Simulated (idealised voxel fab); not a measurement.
process module | voxel capacitor over wiring
cross-section cut | 245 nm wide | cells 5 nm
A cross-section is a grid of square cells, given in bands from the top down. A band is one or more rows of cells.
Each band's line starts with the height of the band's top and of its bottom, in nm. Then come its materials from left to right, each with its width in nm. One material with "throughout" fills the band from edge to edge. "air" is empty space.
Height 0 is the level under which the wafer as received is all one material. The lowest band goes on downwards, as in "0 down".
A width such as "30 to 40" changes by the same amount from each row of cells to the next, from the band's top row to its bottom row.
"no change" after a step means that no cell of the cross-section changed.
closed voids: empty space of 8 cells or more with no open way to the top, each as width x height at its distance from the left edge, in nm
after a step's settings: what the simulator itself notes on the step
overlay nm, on a step with a mask: how far to the right of its planned place the mask lay; to the left if negative
Each pair below shows a cross-section before one step and the cross-section after it, down to the lowest band that changed. The line under each pair gives the step between them, with its settings. The pairs can come from different runs of this module on the same starting wafer, so a pair continues from the pair above only where its "before" says so.
before
  95 to 85: air 75 | aC 70 | air 100
  85 to 80: aC throughout
  80 to 75: aC 75 | TiN 70 | aC 100
  75 to 70: aC 75 | SiN 70 | aC 100
  70 to 65: TiN throughout
  65 to 45: SiO2 70 | TiN 5 | Ru 5 | TiN 5 | SiO2 160
  45 to 40: SiCN 70 | TiN 15 | SiCN 160
  40 to 35: SiCN 50 | Ru 40 | SiCN 60 | Ru 40 | SiCN 55
  35 to 20: SiO2 55 | TiN 5 | W 20 | TiN 5 | SiO2 70 | TiN 5 | W 20 | TiN 5 | SiO2 60
  20 to 15: SiN 55 | TiN 30 | SiN 70 | TiN 30 | SiN 60
  15 to 0: SiO2 throughout
  0 down: Si throughout
  closed voids: none
after
  125 to 95: air 65 | resist 85 | air 95
  95 to 85: air 65 | resist 10 | aC 70 | resist 5 | air 95
  below 85: unchanged
  closed voids: none
the step between: op PATTERN | tone cover | mask id LOWER_PLATE | material resist | width nm 85 | thk nm 30 | overlay nm 0
before: the cross-section after the pair above
after
  110 to 95: air 65 | resist 85 | air 95
  95 to 85: air 65 | resist 10 | aC 70 | resist 5 | air 95
  85 to 80: air 65 | aC 85 | air 95
  80 to 75: air 65 | aC 10 | TiN 70 | aC 5 | air 95
  75 to 70: air 65 | aC 10 | SiN 70 | aC 5 | air 95
  below 70: unchanged
  closed voids: none
the step between: op DIRECTIONAL_ETCH | etch materials aC | depth nm 15
before: the cross-section after the pair above
after
  95 to 85: air 75 | aC 70 | air 100
  below 85: unchanged
  closed voids: none
the step between: op STRIP | etch materials resist
before: the cross-section after the pair above
after
  95 to 85: air 75 | aC 70 | air 100
  85 to 80: air 65 | aC 85 | air 95
  80 to 75: air 65 | aC 10 | TiN 70 | aC 5 | air 95
  75 to 70: air 65 | aC 10 | SiN 70 | aC 5 | air 95
  70 to 65: air 65 | TiN 85 | air 95
  below 65: unchanged
  closed voids: none
the step between: op DIRECTIONAL_ETCH | etch materials TiN | depth nm 5
before: the cross-section after the pair above
after
  80 to 75: air 75 | TiN 70 | air 100
  75 to 70: air 75 | SiN 70 | air 100
  below 70: unchanged
  closed voids: none
the step between: op STRIP | etch materials aC
before: the cross-section after the pair above
after
  100 to 80: SiO2 throughout
  80 to 75: SiO2 75 | TiN 70 | SiO2 100
  75 to 70: SiO2 75 | SiN 70 | SiO2 100
  70 to 65: SiO2 65 | TiN 85 | SiO2 95
  below 65: unchanged
  closed voids: none
the step between: op FILL_DEP | material SiO2 | thk nm 20
before: the cross-section after the pair above
after
  95 to 80: SiO2 throughout
  below 80: unchanged
  closed voids: none
the step between: op CMP | height nm 95
before: the cross-section after the pair above
after
  115 to 95: resist 80 | air 15 | resist 150
  below 95: unchanged
  closed voids: none
the step between: op PATTERN | tone open | mask id PLUG_2 | material resist | width nm 15 | thk nm 20 | overlay nm 0
before: the cross-section after the pair above
after
  115 to 95: resist 80 | air 15 | resist 150
  95 to 80: SiO2 80 | air 15 | SiO2 150
  below 80: unchanged
  closed voids: none
the step between: op DIRECTIONAL_ETCH | etch materials SiO2 | depth nm 15
before: the cross-section after the pair above
after
  95 to 80: SiO2 80 | air 15 | SiO2 150
  below 80: unchanged
  closed voids: none
the step between: op STRIP | etch materials resist
before: the cross-section after the pair above
after
  100 to 95: TiN 85 | air 5 | TiN 155
  95 to 85: SiO2 80 | TiN 5 | air 5 | TiN 5 | SiO2 150
  85 to 75: SiO2 80 to 75 | TiN 15 to 70 | SiO2 150 to 100
  below 75: unchanged
  closed voids: none
the step between: op CONFORMAL_DEP | material TiN | thk nm 5
before: the cross-section after the pair above
after
  110 to 100: Ru throughout
  100 to 95: TiN 85 | Ru 5 | TiN 155
  95 to 85: SiO2 80 | TiN 5 | Ru 5 | TiN 5 | SiO2 150
  below 85: unchanged
  closed voids: none
the step between: op FILL_DEP | material Ru | thk nm 10
before: the cross-section after the pair above
after
  95 to 85: SiO2 80 | TiN 5 | Ru 5 | TiN 5 | SiO2 150
  below 85: unchanged
  closed voids: none
the step between: op CMP | height nm 95
before: the cross-section after the pair above
after
  100 to 95: SiN throughout
  below 95: unchanged
  closed voids: none
the step between: op CONFORMAL_DEP | material SiN | thk nm 5
before
  95 to 85: air 70 | aC 75 | air 100
  85 to 80: aC throughout
  80 to 75: aC 70 | TiN 75 | aC 100
  75 to 70: aC 70 | SiN 75 | aC 100
  70 to 65: TiN throughout
  65 to 45: SiO2 70 | TiN 5 | Ru 5 | TiN 5 | SiO2 160
  45 to 40: SiCN 70 | TiN 15 | SiCN 160
  40 to 35: SiCN 50 | Ru 40 | SiCN 60 | Ru 40 | SiCN 55
  35 to 20: SiO2 55 | TiN 5 | W 20 | TiN 5 | SiO2 70 | TiN 5 | W 20 | TiN 5 | SiO2 60
  20 to 15: SiN 55 | TiN 30 | SiN 70 | TiN 30 | SiN 60
  15 to 0: SiO2 throughout
  0 down: Si throughout
  closed voids: none
after
  125 to 95: air 60 | resist 85 | air 100
  95 to 85: air 60 | resist 10 | aC 75 | air 100
  below 85: unchanged
  closed voids: none
the step between: op PATTERN | tone cover | mask id LOWER_PLATE | material resist | width nm 85 | thk nm 30 | overlay nm -5
before: the cross-section after the pair above
after
  110 to 95: air 60 | resist 85 | air 100
  95 to 85: air 60 | resist 10 | aC 75 | air 100
  85 to 80: air 60 | aC 85 | air 100
  80 to 75: air 60 | aC 10 | TiN 75 | air 100
  75 to 70: air 60 | aC 10 | SiN 75 | air 100
  below 70: unchanged
  closed voids: none
the step between: op DIRECTIONAL_ETCH | etch materials aC | depth nm 15
before: the cross-section after the pair above
after
  95 to 85: air 70 | aC 75 | air 100
  below 85: unchanged
  closed voids: none
the step between: op STRIP | etch materials resist
before: the cross-section after the pair above
after
  95 to 85: air 70 | aC 75 | air 100
  85 to 80: air 60 | aC 85 | air 100
  80 to 75: air 60 | aC 10 | TiN 75 | air 100
  75 to 70: air 60 | aC 10 | SiN 75 | air 100
  70 to 65: air 60 | TiN 85 | air 100
  below 65: unchanged
  closed voids: none
the step between: op DIRECTIONAL_ETCH | etch materials TiN | depth nm 5
before: the cross-section after the pair above
after
  80 to 75: air 70 | TiN 75 | air 100
  75 to 70: air 70 | SiN 75 | air 100
  below 70: unchanged
  closed voids: none
the step between: op STRIP | etch materials aC
before: the cross-section after the pair above
after
  100 to 80: SiO2 throughout
  80 to 75: SiO2 70 | TiN 75 | SiO2 100
  75 to 70: SiO2 70 | SiN 75 | SiO2 100
  70 to 65: SiO2 60 | TiN 85 | SiO2 100
  below 65: unchanged
  closed voids: none
the step between: op FILL_DEP | material SiO2 | thk nm 20
before: the cross-section after the pair above
after
  95 to 80: SiO2 throughout
  below 80: unchanged
  closed voids: none
the step between: op CMP | height nm 95
before: the cross-section after the pair above
after
  115 to 95: resist 80 | air 15 | resist 150
  below 95: unchanged
  closed voids: none
the step between: op PATTERN | tone open | mask id PLUG_2 | material resist | width nm 15 | thk nm 20 | overlay nm 0
before: the cross-section after the pair above
after
  115 to 95: resist 80 | air 15 | resist 150
  95 to 80: SiO2 80 | air 15 | SiO2 150
  below 80: unchanged
  closed voids: none
the step between: op DIRECTIONAL_ETCH | etch materials SiO2 | depth nm 15
before: the cross-section after the pair above
after
  95 to 80: SiO2 80 | air 15 | SiO2 150
  below 80: unchanged
  closed voids: none
the step between: op STRIP | etch materials resist
before: the cross-section after the pair above
after
  100 to 95: TiN 85 | air 5 | TiN 155
  95 to 85: SiO2 80 | TiN 5 | air 5 | TiN 5 | SiO2 150
  85 to 75: SiO2 80 to 70 | TiN 15 to 75 | SiO2 150 to 100
  below 75: unchanged
  closed voids: none
the step between: op CONFORMAL_DEP | material TiN | thk nm 5
before: the cross-section after the pair above
after
  110 to 100: Ru throughout
  100 to 95: TiN 85 | Ru 5 | TiN 155
  95 to 85: SiO2 80 | TiN 5 | Ru 5 | TiN 5 | SiO2 150
  below 85: unchanged
  closed voids: none
the step between: op FILL_DEP | material Ru | thk nm 10
before: the cross-section after the pair above
after
  95 to 85: SiO2 80 | TiN 5 | Ru 5 | TiN 5 | SiO2 150
  below 85: unchanged
  closed voids: none
the step between: op CMP | height nm 95
before: the cross-section after the pair above
after
  100 to 95: SiN throughout
  below 95: unchanged
  closed voids: none
the step between: op CONFORMAL_DEP | material SiN | thk nm 5
before
  70 to 65: TiN throughout
  65 to 45: SiO2 70 | TiN 5 | Ru 5 | TiN 5 | SiO2 160
  45 to 40: SiCN 70 | TiN 15 | SiCN 160
  40 to 35: SiCN 50 | Ru 40 | SiCN 60 | Ru 40 | SiCN 55
  35 to 20: SiO2 55 | TiN 5 | W 20 | TiN 5 | SiO2 70 | TiN 5 | W 20 | TiN 5 | SiO2 60
  20 to 15: SiN 55 | TiN 30 | SiN 70 | TiN 30 | SiN 60
  15 to 0: SiO2 throughout
  0 down: Si throughout
  closed voids: none
after
  75 to 70: SiO2 throughout
  below 70: unchanged
  closed voids: none
the step between: op DIRECTIONAL_DEP | material SiO2 | thk nm 5
before: the cross-section after the pair above
after
  80 to 75: TiN throughout
  below 75: unchanged
  closed voids: none
the step between: op DIRECTIONAL_DEP | material TiN | thk nm 5
before: the cross-section after the pair above
after
  95 to 80: aC throughout
  below 80: unchanged
  closed voids: none
the step between: op DIRECTIONAL_DEP | material aC | thk nm 15
before: the cross-section after the pair above
after
  125 to 95: air 70 | resist 75 | air 100
  below 95: unchanged
  closed voids: none
the step between: op PATTERN | tone cover | mask id UPPER_PLATE | material resist | width nm 75 | thk nm 30 | overlay nm 0
before: the cross-section after the pair above
after
  110 to 95: air 70 | resist 75 | air 100
  95 to 80: air 70 | aC 75 | air 100
  below 80: unchanged
  closed voids: none
the step between: op DIRECTIONAL_ETCH | etch materials aC | depth nm 15
before: the cross-section after the pair above
after
  95 to 80: air 70 | aC 75 | air 100
  below 80: unchanged
  closed voids: none
the step between: op STRIP | etch materials resist
before: the cross-section after the pair above
after
  95 to 80: air 70 | aC 75 | air 100
  80 to 75: air 70 | TiN 75 | air 100
  below 75: unchanged
  closed voids: none
the step between: op DIRECTIONAL_ETCH | etch materials TiN | depth nm 5
before: the cross-section after the pair above
after
  80 to 75: air 70 | TiN 75 | air 100
  below 75: unchanged
  closed voids: none
the step between: op STRIP | etch materials aC
before: the cross-section after the pair above
after
  95 to 90: air 70 | aC 75 | air 100
  90 to 80: aC throughout
  80 to 75: aC 70 | TiN 75 | aC 100
  below 75: unchanged
  closed voids: none
the step between: op DIRECTIONAL_DEP | material aC | thk nm 15
before: the cross-section after the pair above
after
  125 to 95: air 65 | resist 85 | air 95
  95 to 90: air 65 | resist 5 | aC 75 | resist 5 | air 95
  below 90: unchanged
  closed voids: none
the step between: op PATTERN | tone cover | mask id LOWER_PLATE | material resist | width nm 85 | thk nm 30 | overlay nm 0
before: the cross-section after the pair above
after
  110 to 95: air 65 | resist 85 | air 95
  95 to 90: air 65 | resist 5 | aC 75 | resist 5 | air 95
  90 to 80: air 65 | aC 85 | air 95
  80 to 75: air 65 | aC 5 | TiN 75 | aC 5 | air 95
  below 75: unchanged
  closed voids: none
the step between: op DIRECTIONAL_ETCH | etch materials aC | depth nm 15
before: the cross-section after the pair above
after
  95 to 90: air 70 | aC 75 | air 100
  below 90: unchanged
  closed voids: none
the step between: op STRIP | etch materials resist
before: the cross-section after the pair above
after
  80 to 75: air 70 | TiN 75 | air 100
  below 75: unchanged
  closed voids: none
the step between: op STRIP | etch materials aC
before: the cross-section after the pair above
after
  100 to 80: SiO2 throughout
  80 to 75: SiO2 70 | TiN 75 | SiO2 100
  below 75: unchanged
  closed voids: none
the step between: op FILL_DEP | material SiO2 | thk nm 20
before: the cross-section after the pair above
after
  95 to 80: SiO2 throughout
  below 80: unchanged
  closed voids: none
the step between: op CMP | height nm 95
before: the cross-section after the pair above
after
  115 to 95: resist 80 | air 15 | resist 150
  below 95: unchanged
  closed voids: none
the step between: op PATTERN | tone open | mask id PLUG_2 | material resist | width nm 15 | thk nm 20 | overlay nm 0
before: the cross-section after the pair above
after
  115 to 95: resist 80 | air 15 | resist 150
  95 to 80: SiO2 80 | air 15 | SiO2 150
  below 80: unchanged
  closed voids: none
the step between: op DIRECTIONAL_ETCH | etch materials SiO2 | depth nm 15
before: the cross-section after the pair above
after
  95 to 80: SiO2 80 | air 15 | SiO2 150
  below 80: unchanged
  closed voids: none
the step between: op STRIP | etch materials resist
before: the cross-section after the pair above
after
  100 to 95: TiN 85 | air 5 | TiN 155
  95 to 85: SiO2 80 | TiN 5 | air 5 | TiN 5 | SiO2 150
  85 to 75: SiO2 80 to 70 | TiN 15 to 75 | SiO2 150 to 100
  below 75: unchanged
  closed voids: none
the step between: op CONFORMAL_DEP | material TiN | thk nm 5
before: the cross-section after the pair above
after
  110 to 100: Ru throughout
  100 to 95: TiN 85 | Ru 5 | TiN 155
  95 to 85: SiO2 80 | TiN 5 | Ru 5 | TiN 5 | SiO2 150
  below 85: unchanged
  closed voids: none
the step between: op FILL_DEP | material Ru | thk nm 10
before: the cross-section after the pair above
after
  95 to 85: SiO2 80 | TiN 5 | Ru 5 | TiN 5 | SiO2 150
  below 85: unchanged
  closed voids: none
the step between: op CMP | height nm 95
before: the cross-section after the pair above
after
  100 to 95: SiN throughout
  below 95: unchanged
  closed voids: none
the step between: op CONFORMAL_DEP | material SiN | thk nm 5
before
  35 to 20: SiO2 throughout
  20 to 15: SiN throughout
  15 to 0: SiO2 throughout
  0 down: Si throughout
  closed voids: none
after
  35 to 20: air 55 | SiO2 30 | air 70 | SiO2 30 | air 60
  below 20: unchanged
  closed voids: none
the step between: op MASKED_ETCH | tone cover | mask id METAL_1 | width nm 30 | pitch nm 100 | etch materials SiO2 | depth nm 15 | overlay nm 0
before: the cross-section after the pair above
after
  40 to 35: air 50 | TiN 40 | air 60 | TiN 40 | air 55
  35 to 25: air 50 | TiN 5 | SiO2 30 | TiN 5 | air 60 | TiN 5 | SiO2 30 | TiN 5 | air 55
  25 to 20: TiN 55 | SiO2 30 | TiN 70 | SiO2 30 | TiN 60
  below 20: unchanged
  closed voids: none
the step between: op CONFORMAL_DEP | material TiN | thk nm 5
before: the cross-section after the pair above
after
  50 to 40: W throughout
  40 to 35: W 50 | TiN 40 | W 60 | TiN 40 | W 55
  35 to 25: W 50 | TiN 5 | SiO2 30 | TiN 5 | W 60 | TiN 5 | SiO2 30 | TiN 5 | W 55
  below 25: unchanged
  closed voids: none
the step between: op FILL_DEP | material W | thk nm 10
before: the cross-section after the pair above
after
  35 to 25: W 50 | TiN 5 | SiO2 30 | TiN 5 | W 60 | TiN 5 | SiO2 30 | TiN 5 | W 55
  below 25: unchanged
  closed voids: none
the step between: op CMP | height nm 35
before: the cross-section after the pair above
after
  40 to 35: Ru 60 | air 20 | Ru 80 | air 20 | Ru 65
  below 35: unchanged
  closed voids: none
the step between: op EPI | material Ru | thk nm 5
before: the cross-section after the pair above
after
  45 to 40: SiCN throughout
  40 to 35: Ru 60 | SiCN 20 | Ru 80 | SiCN 20 | Ru 65
  below 35: unchanged
  closed voids: none
the step between: op FILL_DEP | material SiCN | thk nm 5
before: the cross-section after the pair above
after
  65 to 45: SiO2 throughout
  below 45: unchanged
  closed voids: none
the step between: op DIRECTIONAL_DEP | material SiO2 | thk nm 20
before: the cross-section after the pair above
after
  80 to 65: aC throughout
  below 65: unchanged
  closed voids: none
the step between: op DIRECTIONAL_DEP | material aC | thk nm 15
before: the cross-section after the pair above
after
  115 to 80: resist 70 | air 15 | resist 160
  below 80: unchanged
  closed voids: none
the step between: op PATTERN | tone open | mask id PLUG_1 | material resist | width nm 15 | thk nm 35 | overlay nm 0
before: the cross-section after the pair above
after
  100 to 80: resist 70 | air 15 | resist 160
  80 to 65: aC 70 | air 15 | aC 160
  below 65: unchanged
  closed voids: none
the step between: op DIRECTIONAL_ETCH | etch materials aC | depth nm 15
before: the cross-section after the pair above
after
  80 to 65: aC 70 | air 15 | aC 160
  below 65: unchanged
  closed voids: none
the step between: op STRIP | etch materials resist
before: the cross-section after the pair above
after
  80 to 65: aC 70 | air 15 | aC 160
  65 to 45: SiO2 70 | air 15 | SiO2 160
  below 45: unchanged
  closed voids: none
the step between: op DIRECTIONAL_ETCH | etch materials SiO2 | depth nm 20
before: the cross-section after the pair above
after
  80 to 65: aC 70 | air 15 | aC 160
  65 to 45: SiO2 70 | air 15 | SiO2 160
  45 to 40: SiCN 70 | air 15 | SiCN 160
  below 40: unchanged
  closed voids: none
the step between: op DIRECTIONAL_ETCH | etch materials SiCN | depth nm 5
before: the cross-section after the pair above
after
  65 to 45: SiO2 70 | air 15 | SiO2 160
  below 45: unchanged
  closed voids: none
the step between: op STRIP | etch materials aC
before: the cross-section after the pair above
after
  70 to 65: TiN 75 | air 5 | TiN 165
  65 to 45: SiO2 70 | TiN 5 | air 5 | TiN 5 | SiO2 160
  45 to 40: SiCN 70 | TiN 15 | SiCN 160
  below 40: unchanged
  closed voids: none
the step between: op CONFORMAL_DEP | material TiN | thk nm 5
before: the cross-section after the pair above
after
  75 to 70: Ru throughout
  70 to 65: TiN 75 | Ru 5 | TiN 165
  65 to 45: SiO2 70 | TiN 5 | Ru 5 | TiN 5 | SiO2 160
  below 45: unchanged
  closed voids: none
the step between: op FILL_DEP | material Ru | thk nm 5
before: the cross-section after the pair above
after
  65 to 45: SiO2 70 | TiN 5 | Ru 5 | TiN 5 | SiO2 160
  below 45: unchanged
  closed voids: none
the step between: op CMP | height nm 65
before: the cross-section after the pair above
after
  70 to 65: TiN throughout
  below 65: unchanged
  closed voids: none
the step between: op DIRECTIONAL_DEP | material TiN | thk nm 5
before: the cross-section after the pair above
after
  75 to 70: SiN throughout
  below 70: unchanged
  closed voids: none
the step between: op DIRECTIONAL_DEP | material SiN | thk nm 5
before: the cross-section after the pair above
after
  80 to 75: TiN throughout
  below 75: unchanged
  closed voids: none
the step between: op DIRECTIONAL_DEP | material TiN | thk nm 5
before: the cross-section after the pair above
after
  95 to 80: aC throughout
  below 80: unchanged
  closed voids: none
the step between: op DIRECTIONAL_DEP | material aC | thk nm 15
before: the cross-section after the pair above
after
  125 to 95: air 70 | resist 75 | air 100
  below 95: unchanged
  closed voids: none
the step between: op PATTERN | tone cover | mask id UPPER_PLATE | material resist | width nm 75 | thk nm 30 | overlay nm 0
before: the cross-section after the pair above
after
  110 to 95: air 70 | resist 75 | air 100
  95 to 80: air 70 | aC 75 | air 100
  below 80: unchanged
  closed voids: none
the step between: op DIRECTIONAL_ETCH | etch materials aC | depth nm 15
before: the cross-section after the pair above
after
  95 to 80: air 70 | aC 75 | air 100
  below 80: unchanged
  closed voids: none
the step between: op STRIP | etch materials resist
before: the cross-section after the pair above
after
  95 to 80: air 70 | aC 75 | air 100
  80 to 75: air 70 | TiN 75 | air 100
  below 75: unchanged
  closed voids: none
the step between: op DIRECTIONAL_ETCH | etch materials TiN | depth nm 5
before: the cross-section after the pair above
after
  95 to 80: air 70 | aC 75 | air 100
  80 to 75: air 70 | TiN 75 | air 100
  75 to 70: air 70 | SiN 75 | air 100
  below 70: unchanged
  closed voids: none
the step between: op DIRECTIONAL_ETCH | etch materials SiN | depth nm 5
before: the cross-section after the pair above
after
  80 to 75: air 70 | TiN 75 | air 100
  below 75: unchanged
  closed voids: none
the step between: op STRIP | etch materials aC
before: the cross-section after the pair above
after
  95 to 85: air 70 | aC 75 | air 100
  85 to 80: aC throughout
  80 to 75: aC 70 | TiN 75 | aC 100
  75 to 70: aC 70 | SiN 75 | aC 100
  below 70: unchanged
  closed voids: none
the step between: op DIRECTIONAL_DEP | material aC | thk nm 15
before: the cross-section after the pair above
after
  125 to 95: air 65 | resist 85 | air 95
  95 to 85: air 65 | resist 5 | aC 75 | resist 5 | air 95
  below 85: unchanged
  closed voids: none
the step between: op PATTERN | tone cover | mask id LOWER_PLATE | material resist | width nm 85 | thk nm 30 | overlay nm 0
before: the cross-section after the pair above
after
  110 to 95: air 65 | resist 85 | air 95
  95 to 85: air 65 | resist 5 | aC 75 | resist 5 | air 95
  85 to 80: air 65 | aC 85 | air 95
  80 to 75: air 65 | aC 5 | TiN 75 | aC 5 | air 95
  75 to 70: air 65 | aC 5 | SiN 75 | aC 5 | air 95
  below 70: unchanged
  closed voids: none
the step between: op DIRECTIONAL_ETCH | etch materials aC | depth nm 15
before: the cross-section after the pair above
after
  95 to 85: air 70 | aC 75 | air 100
  below 85: unchanged
  closed voids: none
the step between: op STRIP | etch materials resist
before: the cross-section after the pair above
after
  95 to 85: air 70 | aC 75 | air 100
  85 to 80: air 65 | aC 85 | air 95
  80 to 75: air 65 | aC 5 | TiN 75 | aC 5 | air 95
  75 to 70: air 65 | aC 5 | SiN 75 | aC 5 | air 95
  70 to 65: air 65 | TiN 85 | air 95
  below 65: unchanged
  closed voids: none
the step between: op DIRECTIONAL_ETCH | etch materials TiN | depth nm 5
before: the cross-section after the pair above
after
  80 to 75: air 70 | TiN 75 | air 100
  75 to 70: air 70 | SiN 75 | air 100
  below 70: unchanged
  closed voids: none
the step between: op STRIP | etch materials aC
before: the cross-section after the pair above
after
  100 to 80: SiO2 throughout
  80 to 75: SiO2 70 | TiN 75 | SiO2 100
  75 to 70: SiO2 70 | SiN 75 | SiO2 100
  70 to 65: SiO2 65 | TiN 85 | SiO2 95
  below 65: unchanged
  closed voids: none
the step between: op FILL_DEP | material SiO2 | thk nm 20
before: the cross-section after the pair above
after
  95 to 80: SiO2 throughout
  below 80: unchanged
  closed voids: none
the step between: op CMP | height nm 95
before: the cross-section after the pair above
after
  115 to 95: resist 80 | air 15 | resist 150
  below 95: unchanged
  closed voids: none
the step between: op PATTERN | tone open | mask id PLUG_2 | material resist | width nm 15 | thk nm 20 | overlay nm 0
before: the cross-section after the pair above
after
  115 to 95: resist 80 | air 15 | resist 150
  95 to 80: SiO2 80 | air 15 | SiO2 150
  below 80: unchanged
  closed voids: none
the step between: op DIRECTIONAL_ETCH | etch materials SiO2 | depth nm 15
before: the cross-section after the pair above
after
  95 to 80: SiO2 80 | air 15 | SiO2 150
  below 80: unchanged
  closed voids: none
the step between: op STRIP | etch materials resist
before: the cross-section after the pair above
after
  100 to 95: TiN 85 | air 5 | TiN 155
  95 to 85: SiO2 80 | TiN 5 | air 5 | TiN 5 | SiO2 150
  85 to 75: SiO2 80 to 70 | TiN 15 to 75 | SiO2 150 to 100
  below 75: unchanged
  closed voids: none
the step between: op CONFORMAL_DEP | material TiN | thk nm 5
before: the cross-section after the pair above
after
  110 to 100: Ru throughout
  100 to 95: TiN 85 | Ru 5 | TiN 155
  95 to 85: SiO2 80 | TiN 5 | Ru 5 | TiN 5 | SiO2 150
  below 85: unchanged
  closed voids: none
the step between: op FILL_DEP | material Ru | thk nm 10
before: the cross-section after the pair above
after
  95 to 85: SiO2 80 | TiN 5 | Ru 5 | TiN 5 | SiO2 150
  below 85: unchanged
  closed voids: none
the step between: op CMP | height nm 95
before: the cross-section after the pair above
after
  100 to 95: SiN throughout
  below 95: unchanged
  closed voids: none
the step between: op CONFORMAL_DEP | material SiN | thk nm 5
